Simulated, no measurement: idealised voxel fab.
Process module under the name voxel trench capacitor
cross-section cut | 190 nm wide | cells 5 nm
Cross-sections here: square-cell grids, written as top-down lists of bands, a band being one or more rows of cells.
First you get the band's top height and its bottom height, in nm, and then the materials it's made of, left to right, with each width in nm. If you see a single material with "full width", that one covers the band edge to edge. "air" is empty space.
Measure heights from 0. That's the level where, below it, the as-received wafer is all one material. The lowest band is bottomless and extends downward; write it as in "from 0 down".
Width: "30 to 40" (first number = top row, second number = bottom row, same change from row to row of cells).
What does "no change occurred" mean for a step? It means no cell of the cross-section changed in that step.
Basically, "Voids lacking openings" tells you about the enclosed voids: empty spaces with no open way to the top, 8 cells or bigger, each written width x height at distance, where distance is from the left edge, all in nm.
Step line, after settings: the simulator's comment on this step.
overlay nm: mask offset rightward from planned place, masked step; negative means leftward offset.
-- Planned step list for the process
1 RECEIVE,material Si
2 CONFORMAL_DEP,material SiN,thk nm 10
3 DIRECTIONAL_DEP,material aC,thk nm 10
4 PATTERN,tone open,mask id TRENCH,material resist,width nm 30,pitch nm 45,thk nm 30,overlay nm 0
5 DIRECTIONAL_ETCH,etch materials aC,depth nm 10
6 STRIP,etch materials resist
7 DIRECTIONAL_ETCH,etch materials SiN,depth nm 10
8 DIRECTIONAL_ETCH,etch materials Si,depth nm 35
9 STRIP,etch materials aC
10 CONFORMAL_DEP,material Al2O3,thk nm 5
11 CONFORMAL_DEP,material TiN,thk nm 5
12 FILL_DEP,material W,thk nm 5
13 CMP,height nm 10
-- Incoming wafer in cross-section (state: after step 1)
> from 0 down: Si full width
> Voids lacking openings: none
-- As-planned run: cross-section of the first of two wafers at end of module
> from 10 to 0: SiN: 55, then Al2O3: 5, then TiN: 5, then W: 10, then TiN: 5, then Al2O3: 5, then SiN: 15, then Al2O3: 5, then TiN: 5, then W: 10, then TiN: 5, then Al2O3: 5, then SiN: 60
> from 0 to -25: Si: 55, then Al2O3: 5, then TiN: 5, then W: 10, then TiN: 5, then Al2O3: 5, then Si: 15, then Al2O3: 5, then TiN: 5, then W: 10, then TiN: 5, then Al2O3: 5, then Si: 60
> from -25 to -30: Si: 55, then Al2O3: 5, then TiN: 20, then Al2O3: 5, then Si: 15, then Al2O3: 5, then TiN: 20, then Al2O3: 5, then Si: 60
> from -30 to -35: Si: 55, then Al2O3: 30, then Si: 15, then Al2O3: 30, then Si: 60
> from -35 down: Si full width
> Voids lacking openings: none
-- Cross-sectional view: second of two wafers, end of module; start and plan identical to the first, one mistake in running
> from 10 to 0: SiN: 55, then Al2O3: 5, then TiN: 5, then W: 10, then TiN: 5, then Al2O3: 5, then SiN: 15, then Al2O3: 5, then TiN: 5, then W: 10, then TiN: 5, then Al2O3: 5, then SiN: 60
> from 0 to -15: Si: 55, then Al2O3: 5, then TiN: 5, then W: 10, then TiN: 5, then Al2O3: 5, then Si: 15, then Al2O3: 5, then TiN: 5, then W: 10, then TiN: 5, then Al2O3: 5, then Si: 60
> from -15 to -20: Si: 55, then Al2O3: 5, then TiN: 20, then Al2O3: 5, then Si: 15, then Al2O3: 5, then TiN: 20, then Al2O3: 5, then Si: 60
> from -20 to -25: Si: 55, then Al2O3: 30, then Si: 15, then Al2O3: 30, then Si: 60
> from -25 down: Si full width
> Voids lacking openings: none
Error vs. plan: in deviation from the planned setting, step 8 was conducted as DIRECTIONAL_ETCH,etch materials Si,depth nm 25
Final wafer comparison in cells, second versus first, more or fewer per material: Al2O3 -8 | Si +24 | TiN -8 | W -8
